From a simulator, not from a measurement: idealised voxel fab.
The name of this process module is voxel capacitor over wiring.
The width of the displayed cross-section, cut, is 230 nm; its cells are square, with a size of 5 nm.
Cross-section format: a grid of square cells, given as bands from top to bottom; each band is one or more rows of cells. Basically the band line says how high the top is and how high the bottom is, in nm, and then what's in it from left to right, every material with its width in nm. Empty space shows up as "blank", and if a single material carries "throughout" it runs the full band edge to edge. It should be noted that heights are counted from 0, beneath which the wafer as supplied is of one material throughout, and that the lowest band possesses no lower boundary but continues downward, as written in "0 and below". Graded width ("30->40"): value in top row of band = first number; value in bottom row = second number; row-to-row change constant. "no change", as given for a step, is the statement that not any cell of the cross-section underwent a change during that step. Listed in "Fully enclosed voids": every empty space of 8 or more cells without an open way to the top. Form: width x height at distance, the distance being from the left edge, all in nm. Where a step's line continues beyond its settings, the continuation is a remark by the simulator itself on that step. overlay nm: on a step with a mask, how far right of its planned place the mask lay; negative means left. Read the rest as pairs. Take the cross-section before one process step, then the cross-section after it, which shows only down to the lowest band that changed. Under the pair, find the step between them and its settings. Bear in mind that pairs may come from different runs of this module on the same starting wafer: link a pair to the pair above it only where its entry headed "Pre-step condition" says to.
PRE-STEP CONDITION
* 110 down to 90: resist 80 / blank 15 / resist 135
* 90 down to 75: SiO2 80 / blank 15 / SiO2 135
* 75 down to 70: SiO2 70 / TiN 65 / SiO2 95
* 70 down to 65: SiO2 70 / SiN 65 / SiO2 95
* 65 down to 60: SiO2 65 / TiN 75 / SiO2 90
* 60 down to 45: SiO2 70 / Ru 15 / SiO2 145
* 45 down to 40: SiCN 70 / Ru 15 / SiCN 145
* 40 down to 35: Ru 60 / SiCN 20 / Ru 70 / SiCN 20 / Ru 60
* 35 down to 20: W 50 / TiN 5 / lowk 30 / TiN 5 / W 50 / TiN 5 / lowk 30 / TiN 5 / W 50
* 20 down to 15: TiN 55 / lowk 30 / TiN 60 / lowk 30 / TiN 55
* 15 down to 10: SiCN throughout
* 10 down to 0: SiO2 throughout
* 0 and below: Si throughout
* Fully enclosed voids: none
RESULTING STRUCTURE
* 90 down to 75: SiO2 80 / blank 15 / SiO2 135
* Under the height 75 nothing was changed.
* Fully enclosed voids: none
Upper to lower cross-section via STRIP with etch materials resist
Pre-step condition: It is represented by the cross-section appearing after the step of the pair directly above.
RESULTING STRUCTURE
* 95 down to 90: TiN 85 / blank 5 / TiN 140
* 90 down to 80: SiO2 80 / TiN 5 / blank 5 / TiN 5 / SiO2 135
* 80 down to 70: SiO2 80->70 / TiN 15->65 / SiO2 135->95
* Under the height 70 nothing was changed.
* Fully enclosed voids: none
Upper to lower cross-section via CONFORMAL_DEP with material TiN, thk nm 5
Pre-step condition: It is represented by the cross-section appearing after the step of the pair directly above.
RESULTING STRUCTURE
* 105 down to 95: Ru throughout
* 95 down to 90: TiN 85 / Ru 5 / TiN 140
* 90 down to 80: SiO2 80 / TiN 5 / Ru 5 / TiN 5 / SiO2 135
* Under the height 80 nothing was changed.
* Fully enclosed voids: none
Upper to lower cross-section via FILL_DEP with material Ru, thk nm 10
Pre-step condition: It is represented by the cross-section appearing after the step of the pair directly above.
RESULTING STRUCTURE
* 90 down to 80: SiO2 80 / TiN 5 / Ru 5 / TiN 5 / SiO2 135
* Under the height 80 nothing was changed.
* Fully enclosed voids: none
Upper to lower cross-section via CMP with height nm 90
Pre-step condition: It is represented by the cross-section appearing after the step of the pair directly above.
RESULTING STRUCTURE
* 95 down to 90: SiN throughout
* Under the height 90 nothing was changed.
* Fully enclosed voids: none
Upper to lower cross-section via CONFORMAL_DEP with material SiN, thk nm 5
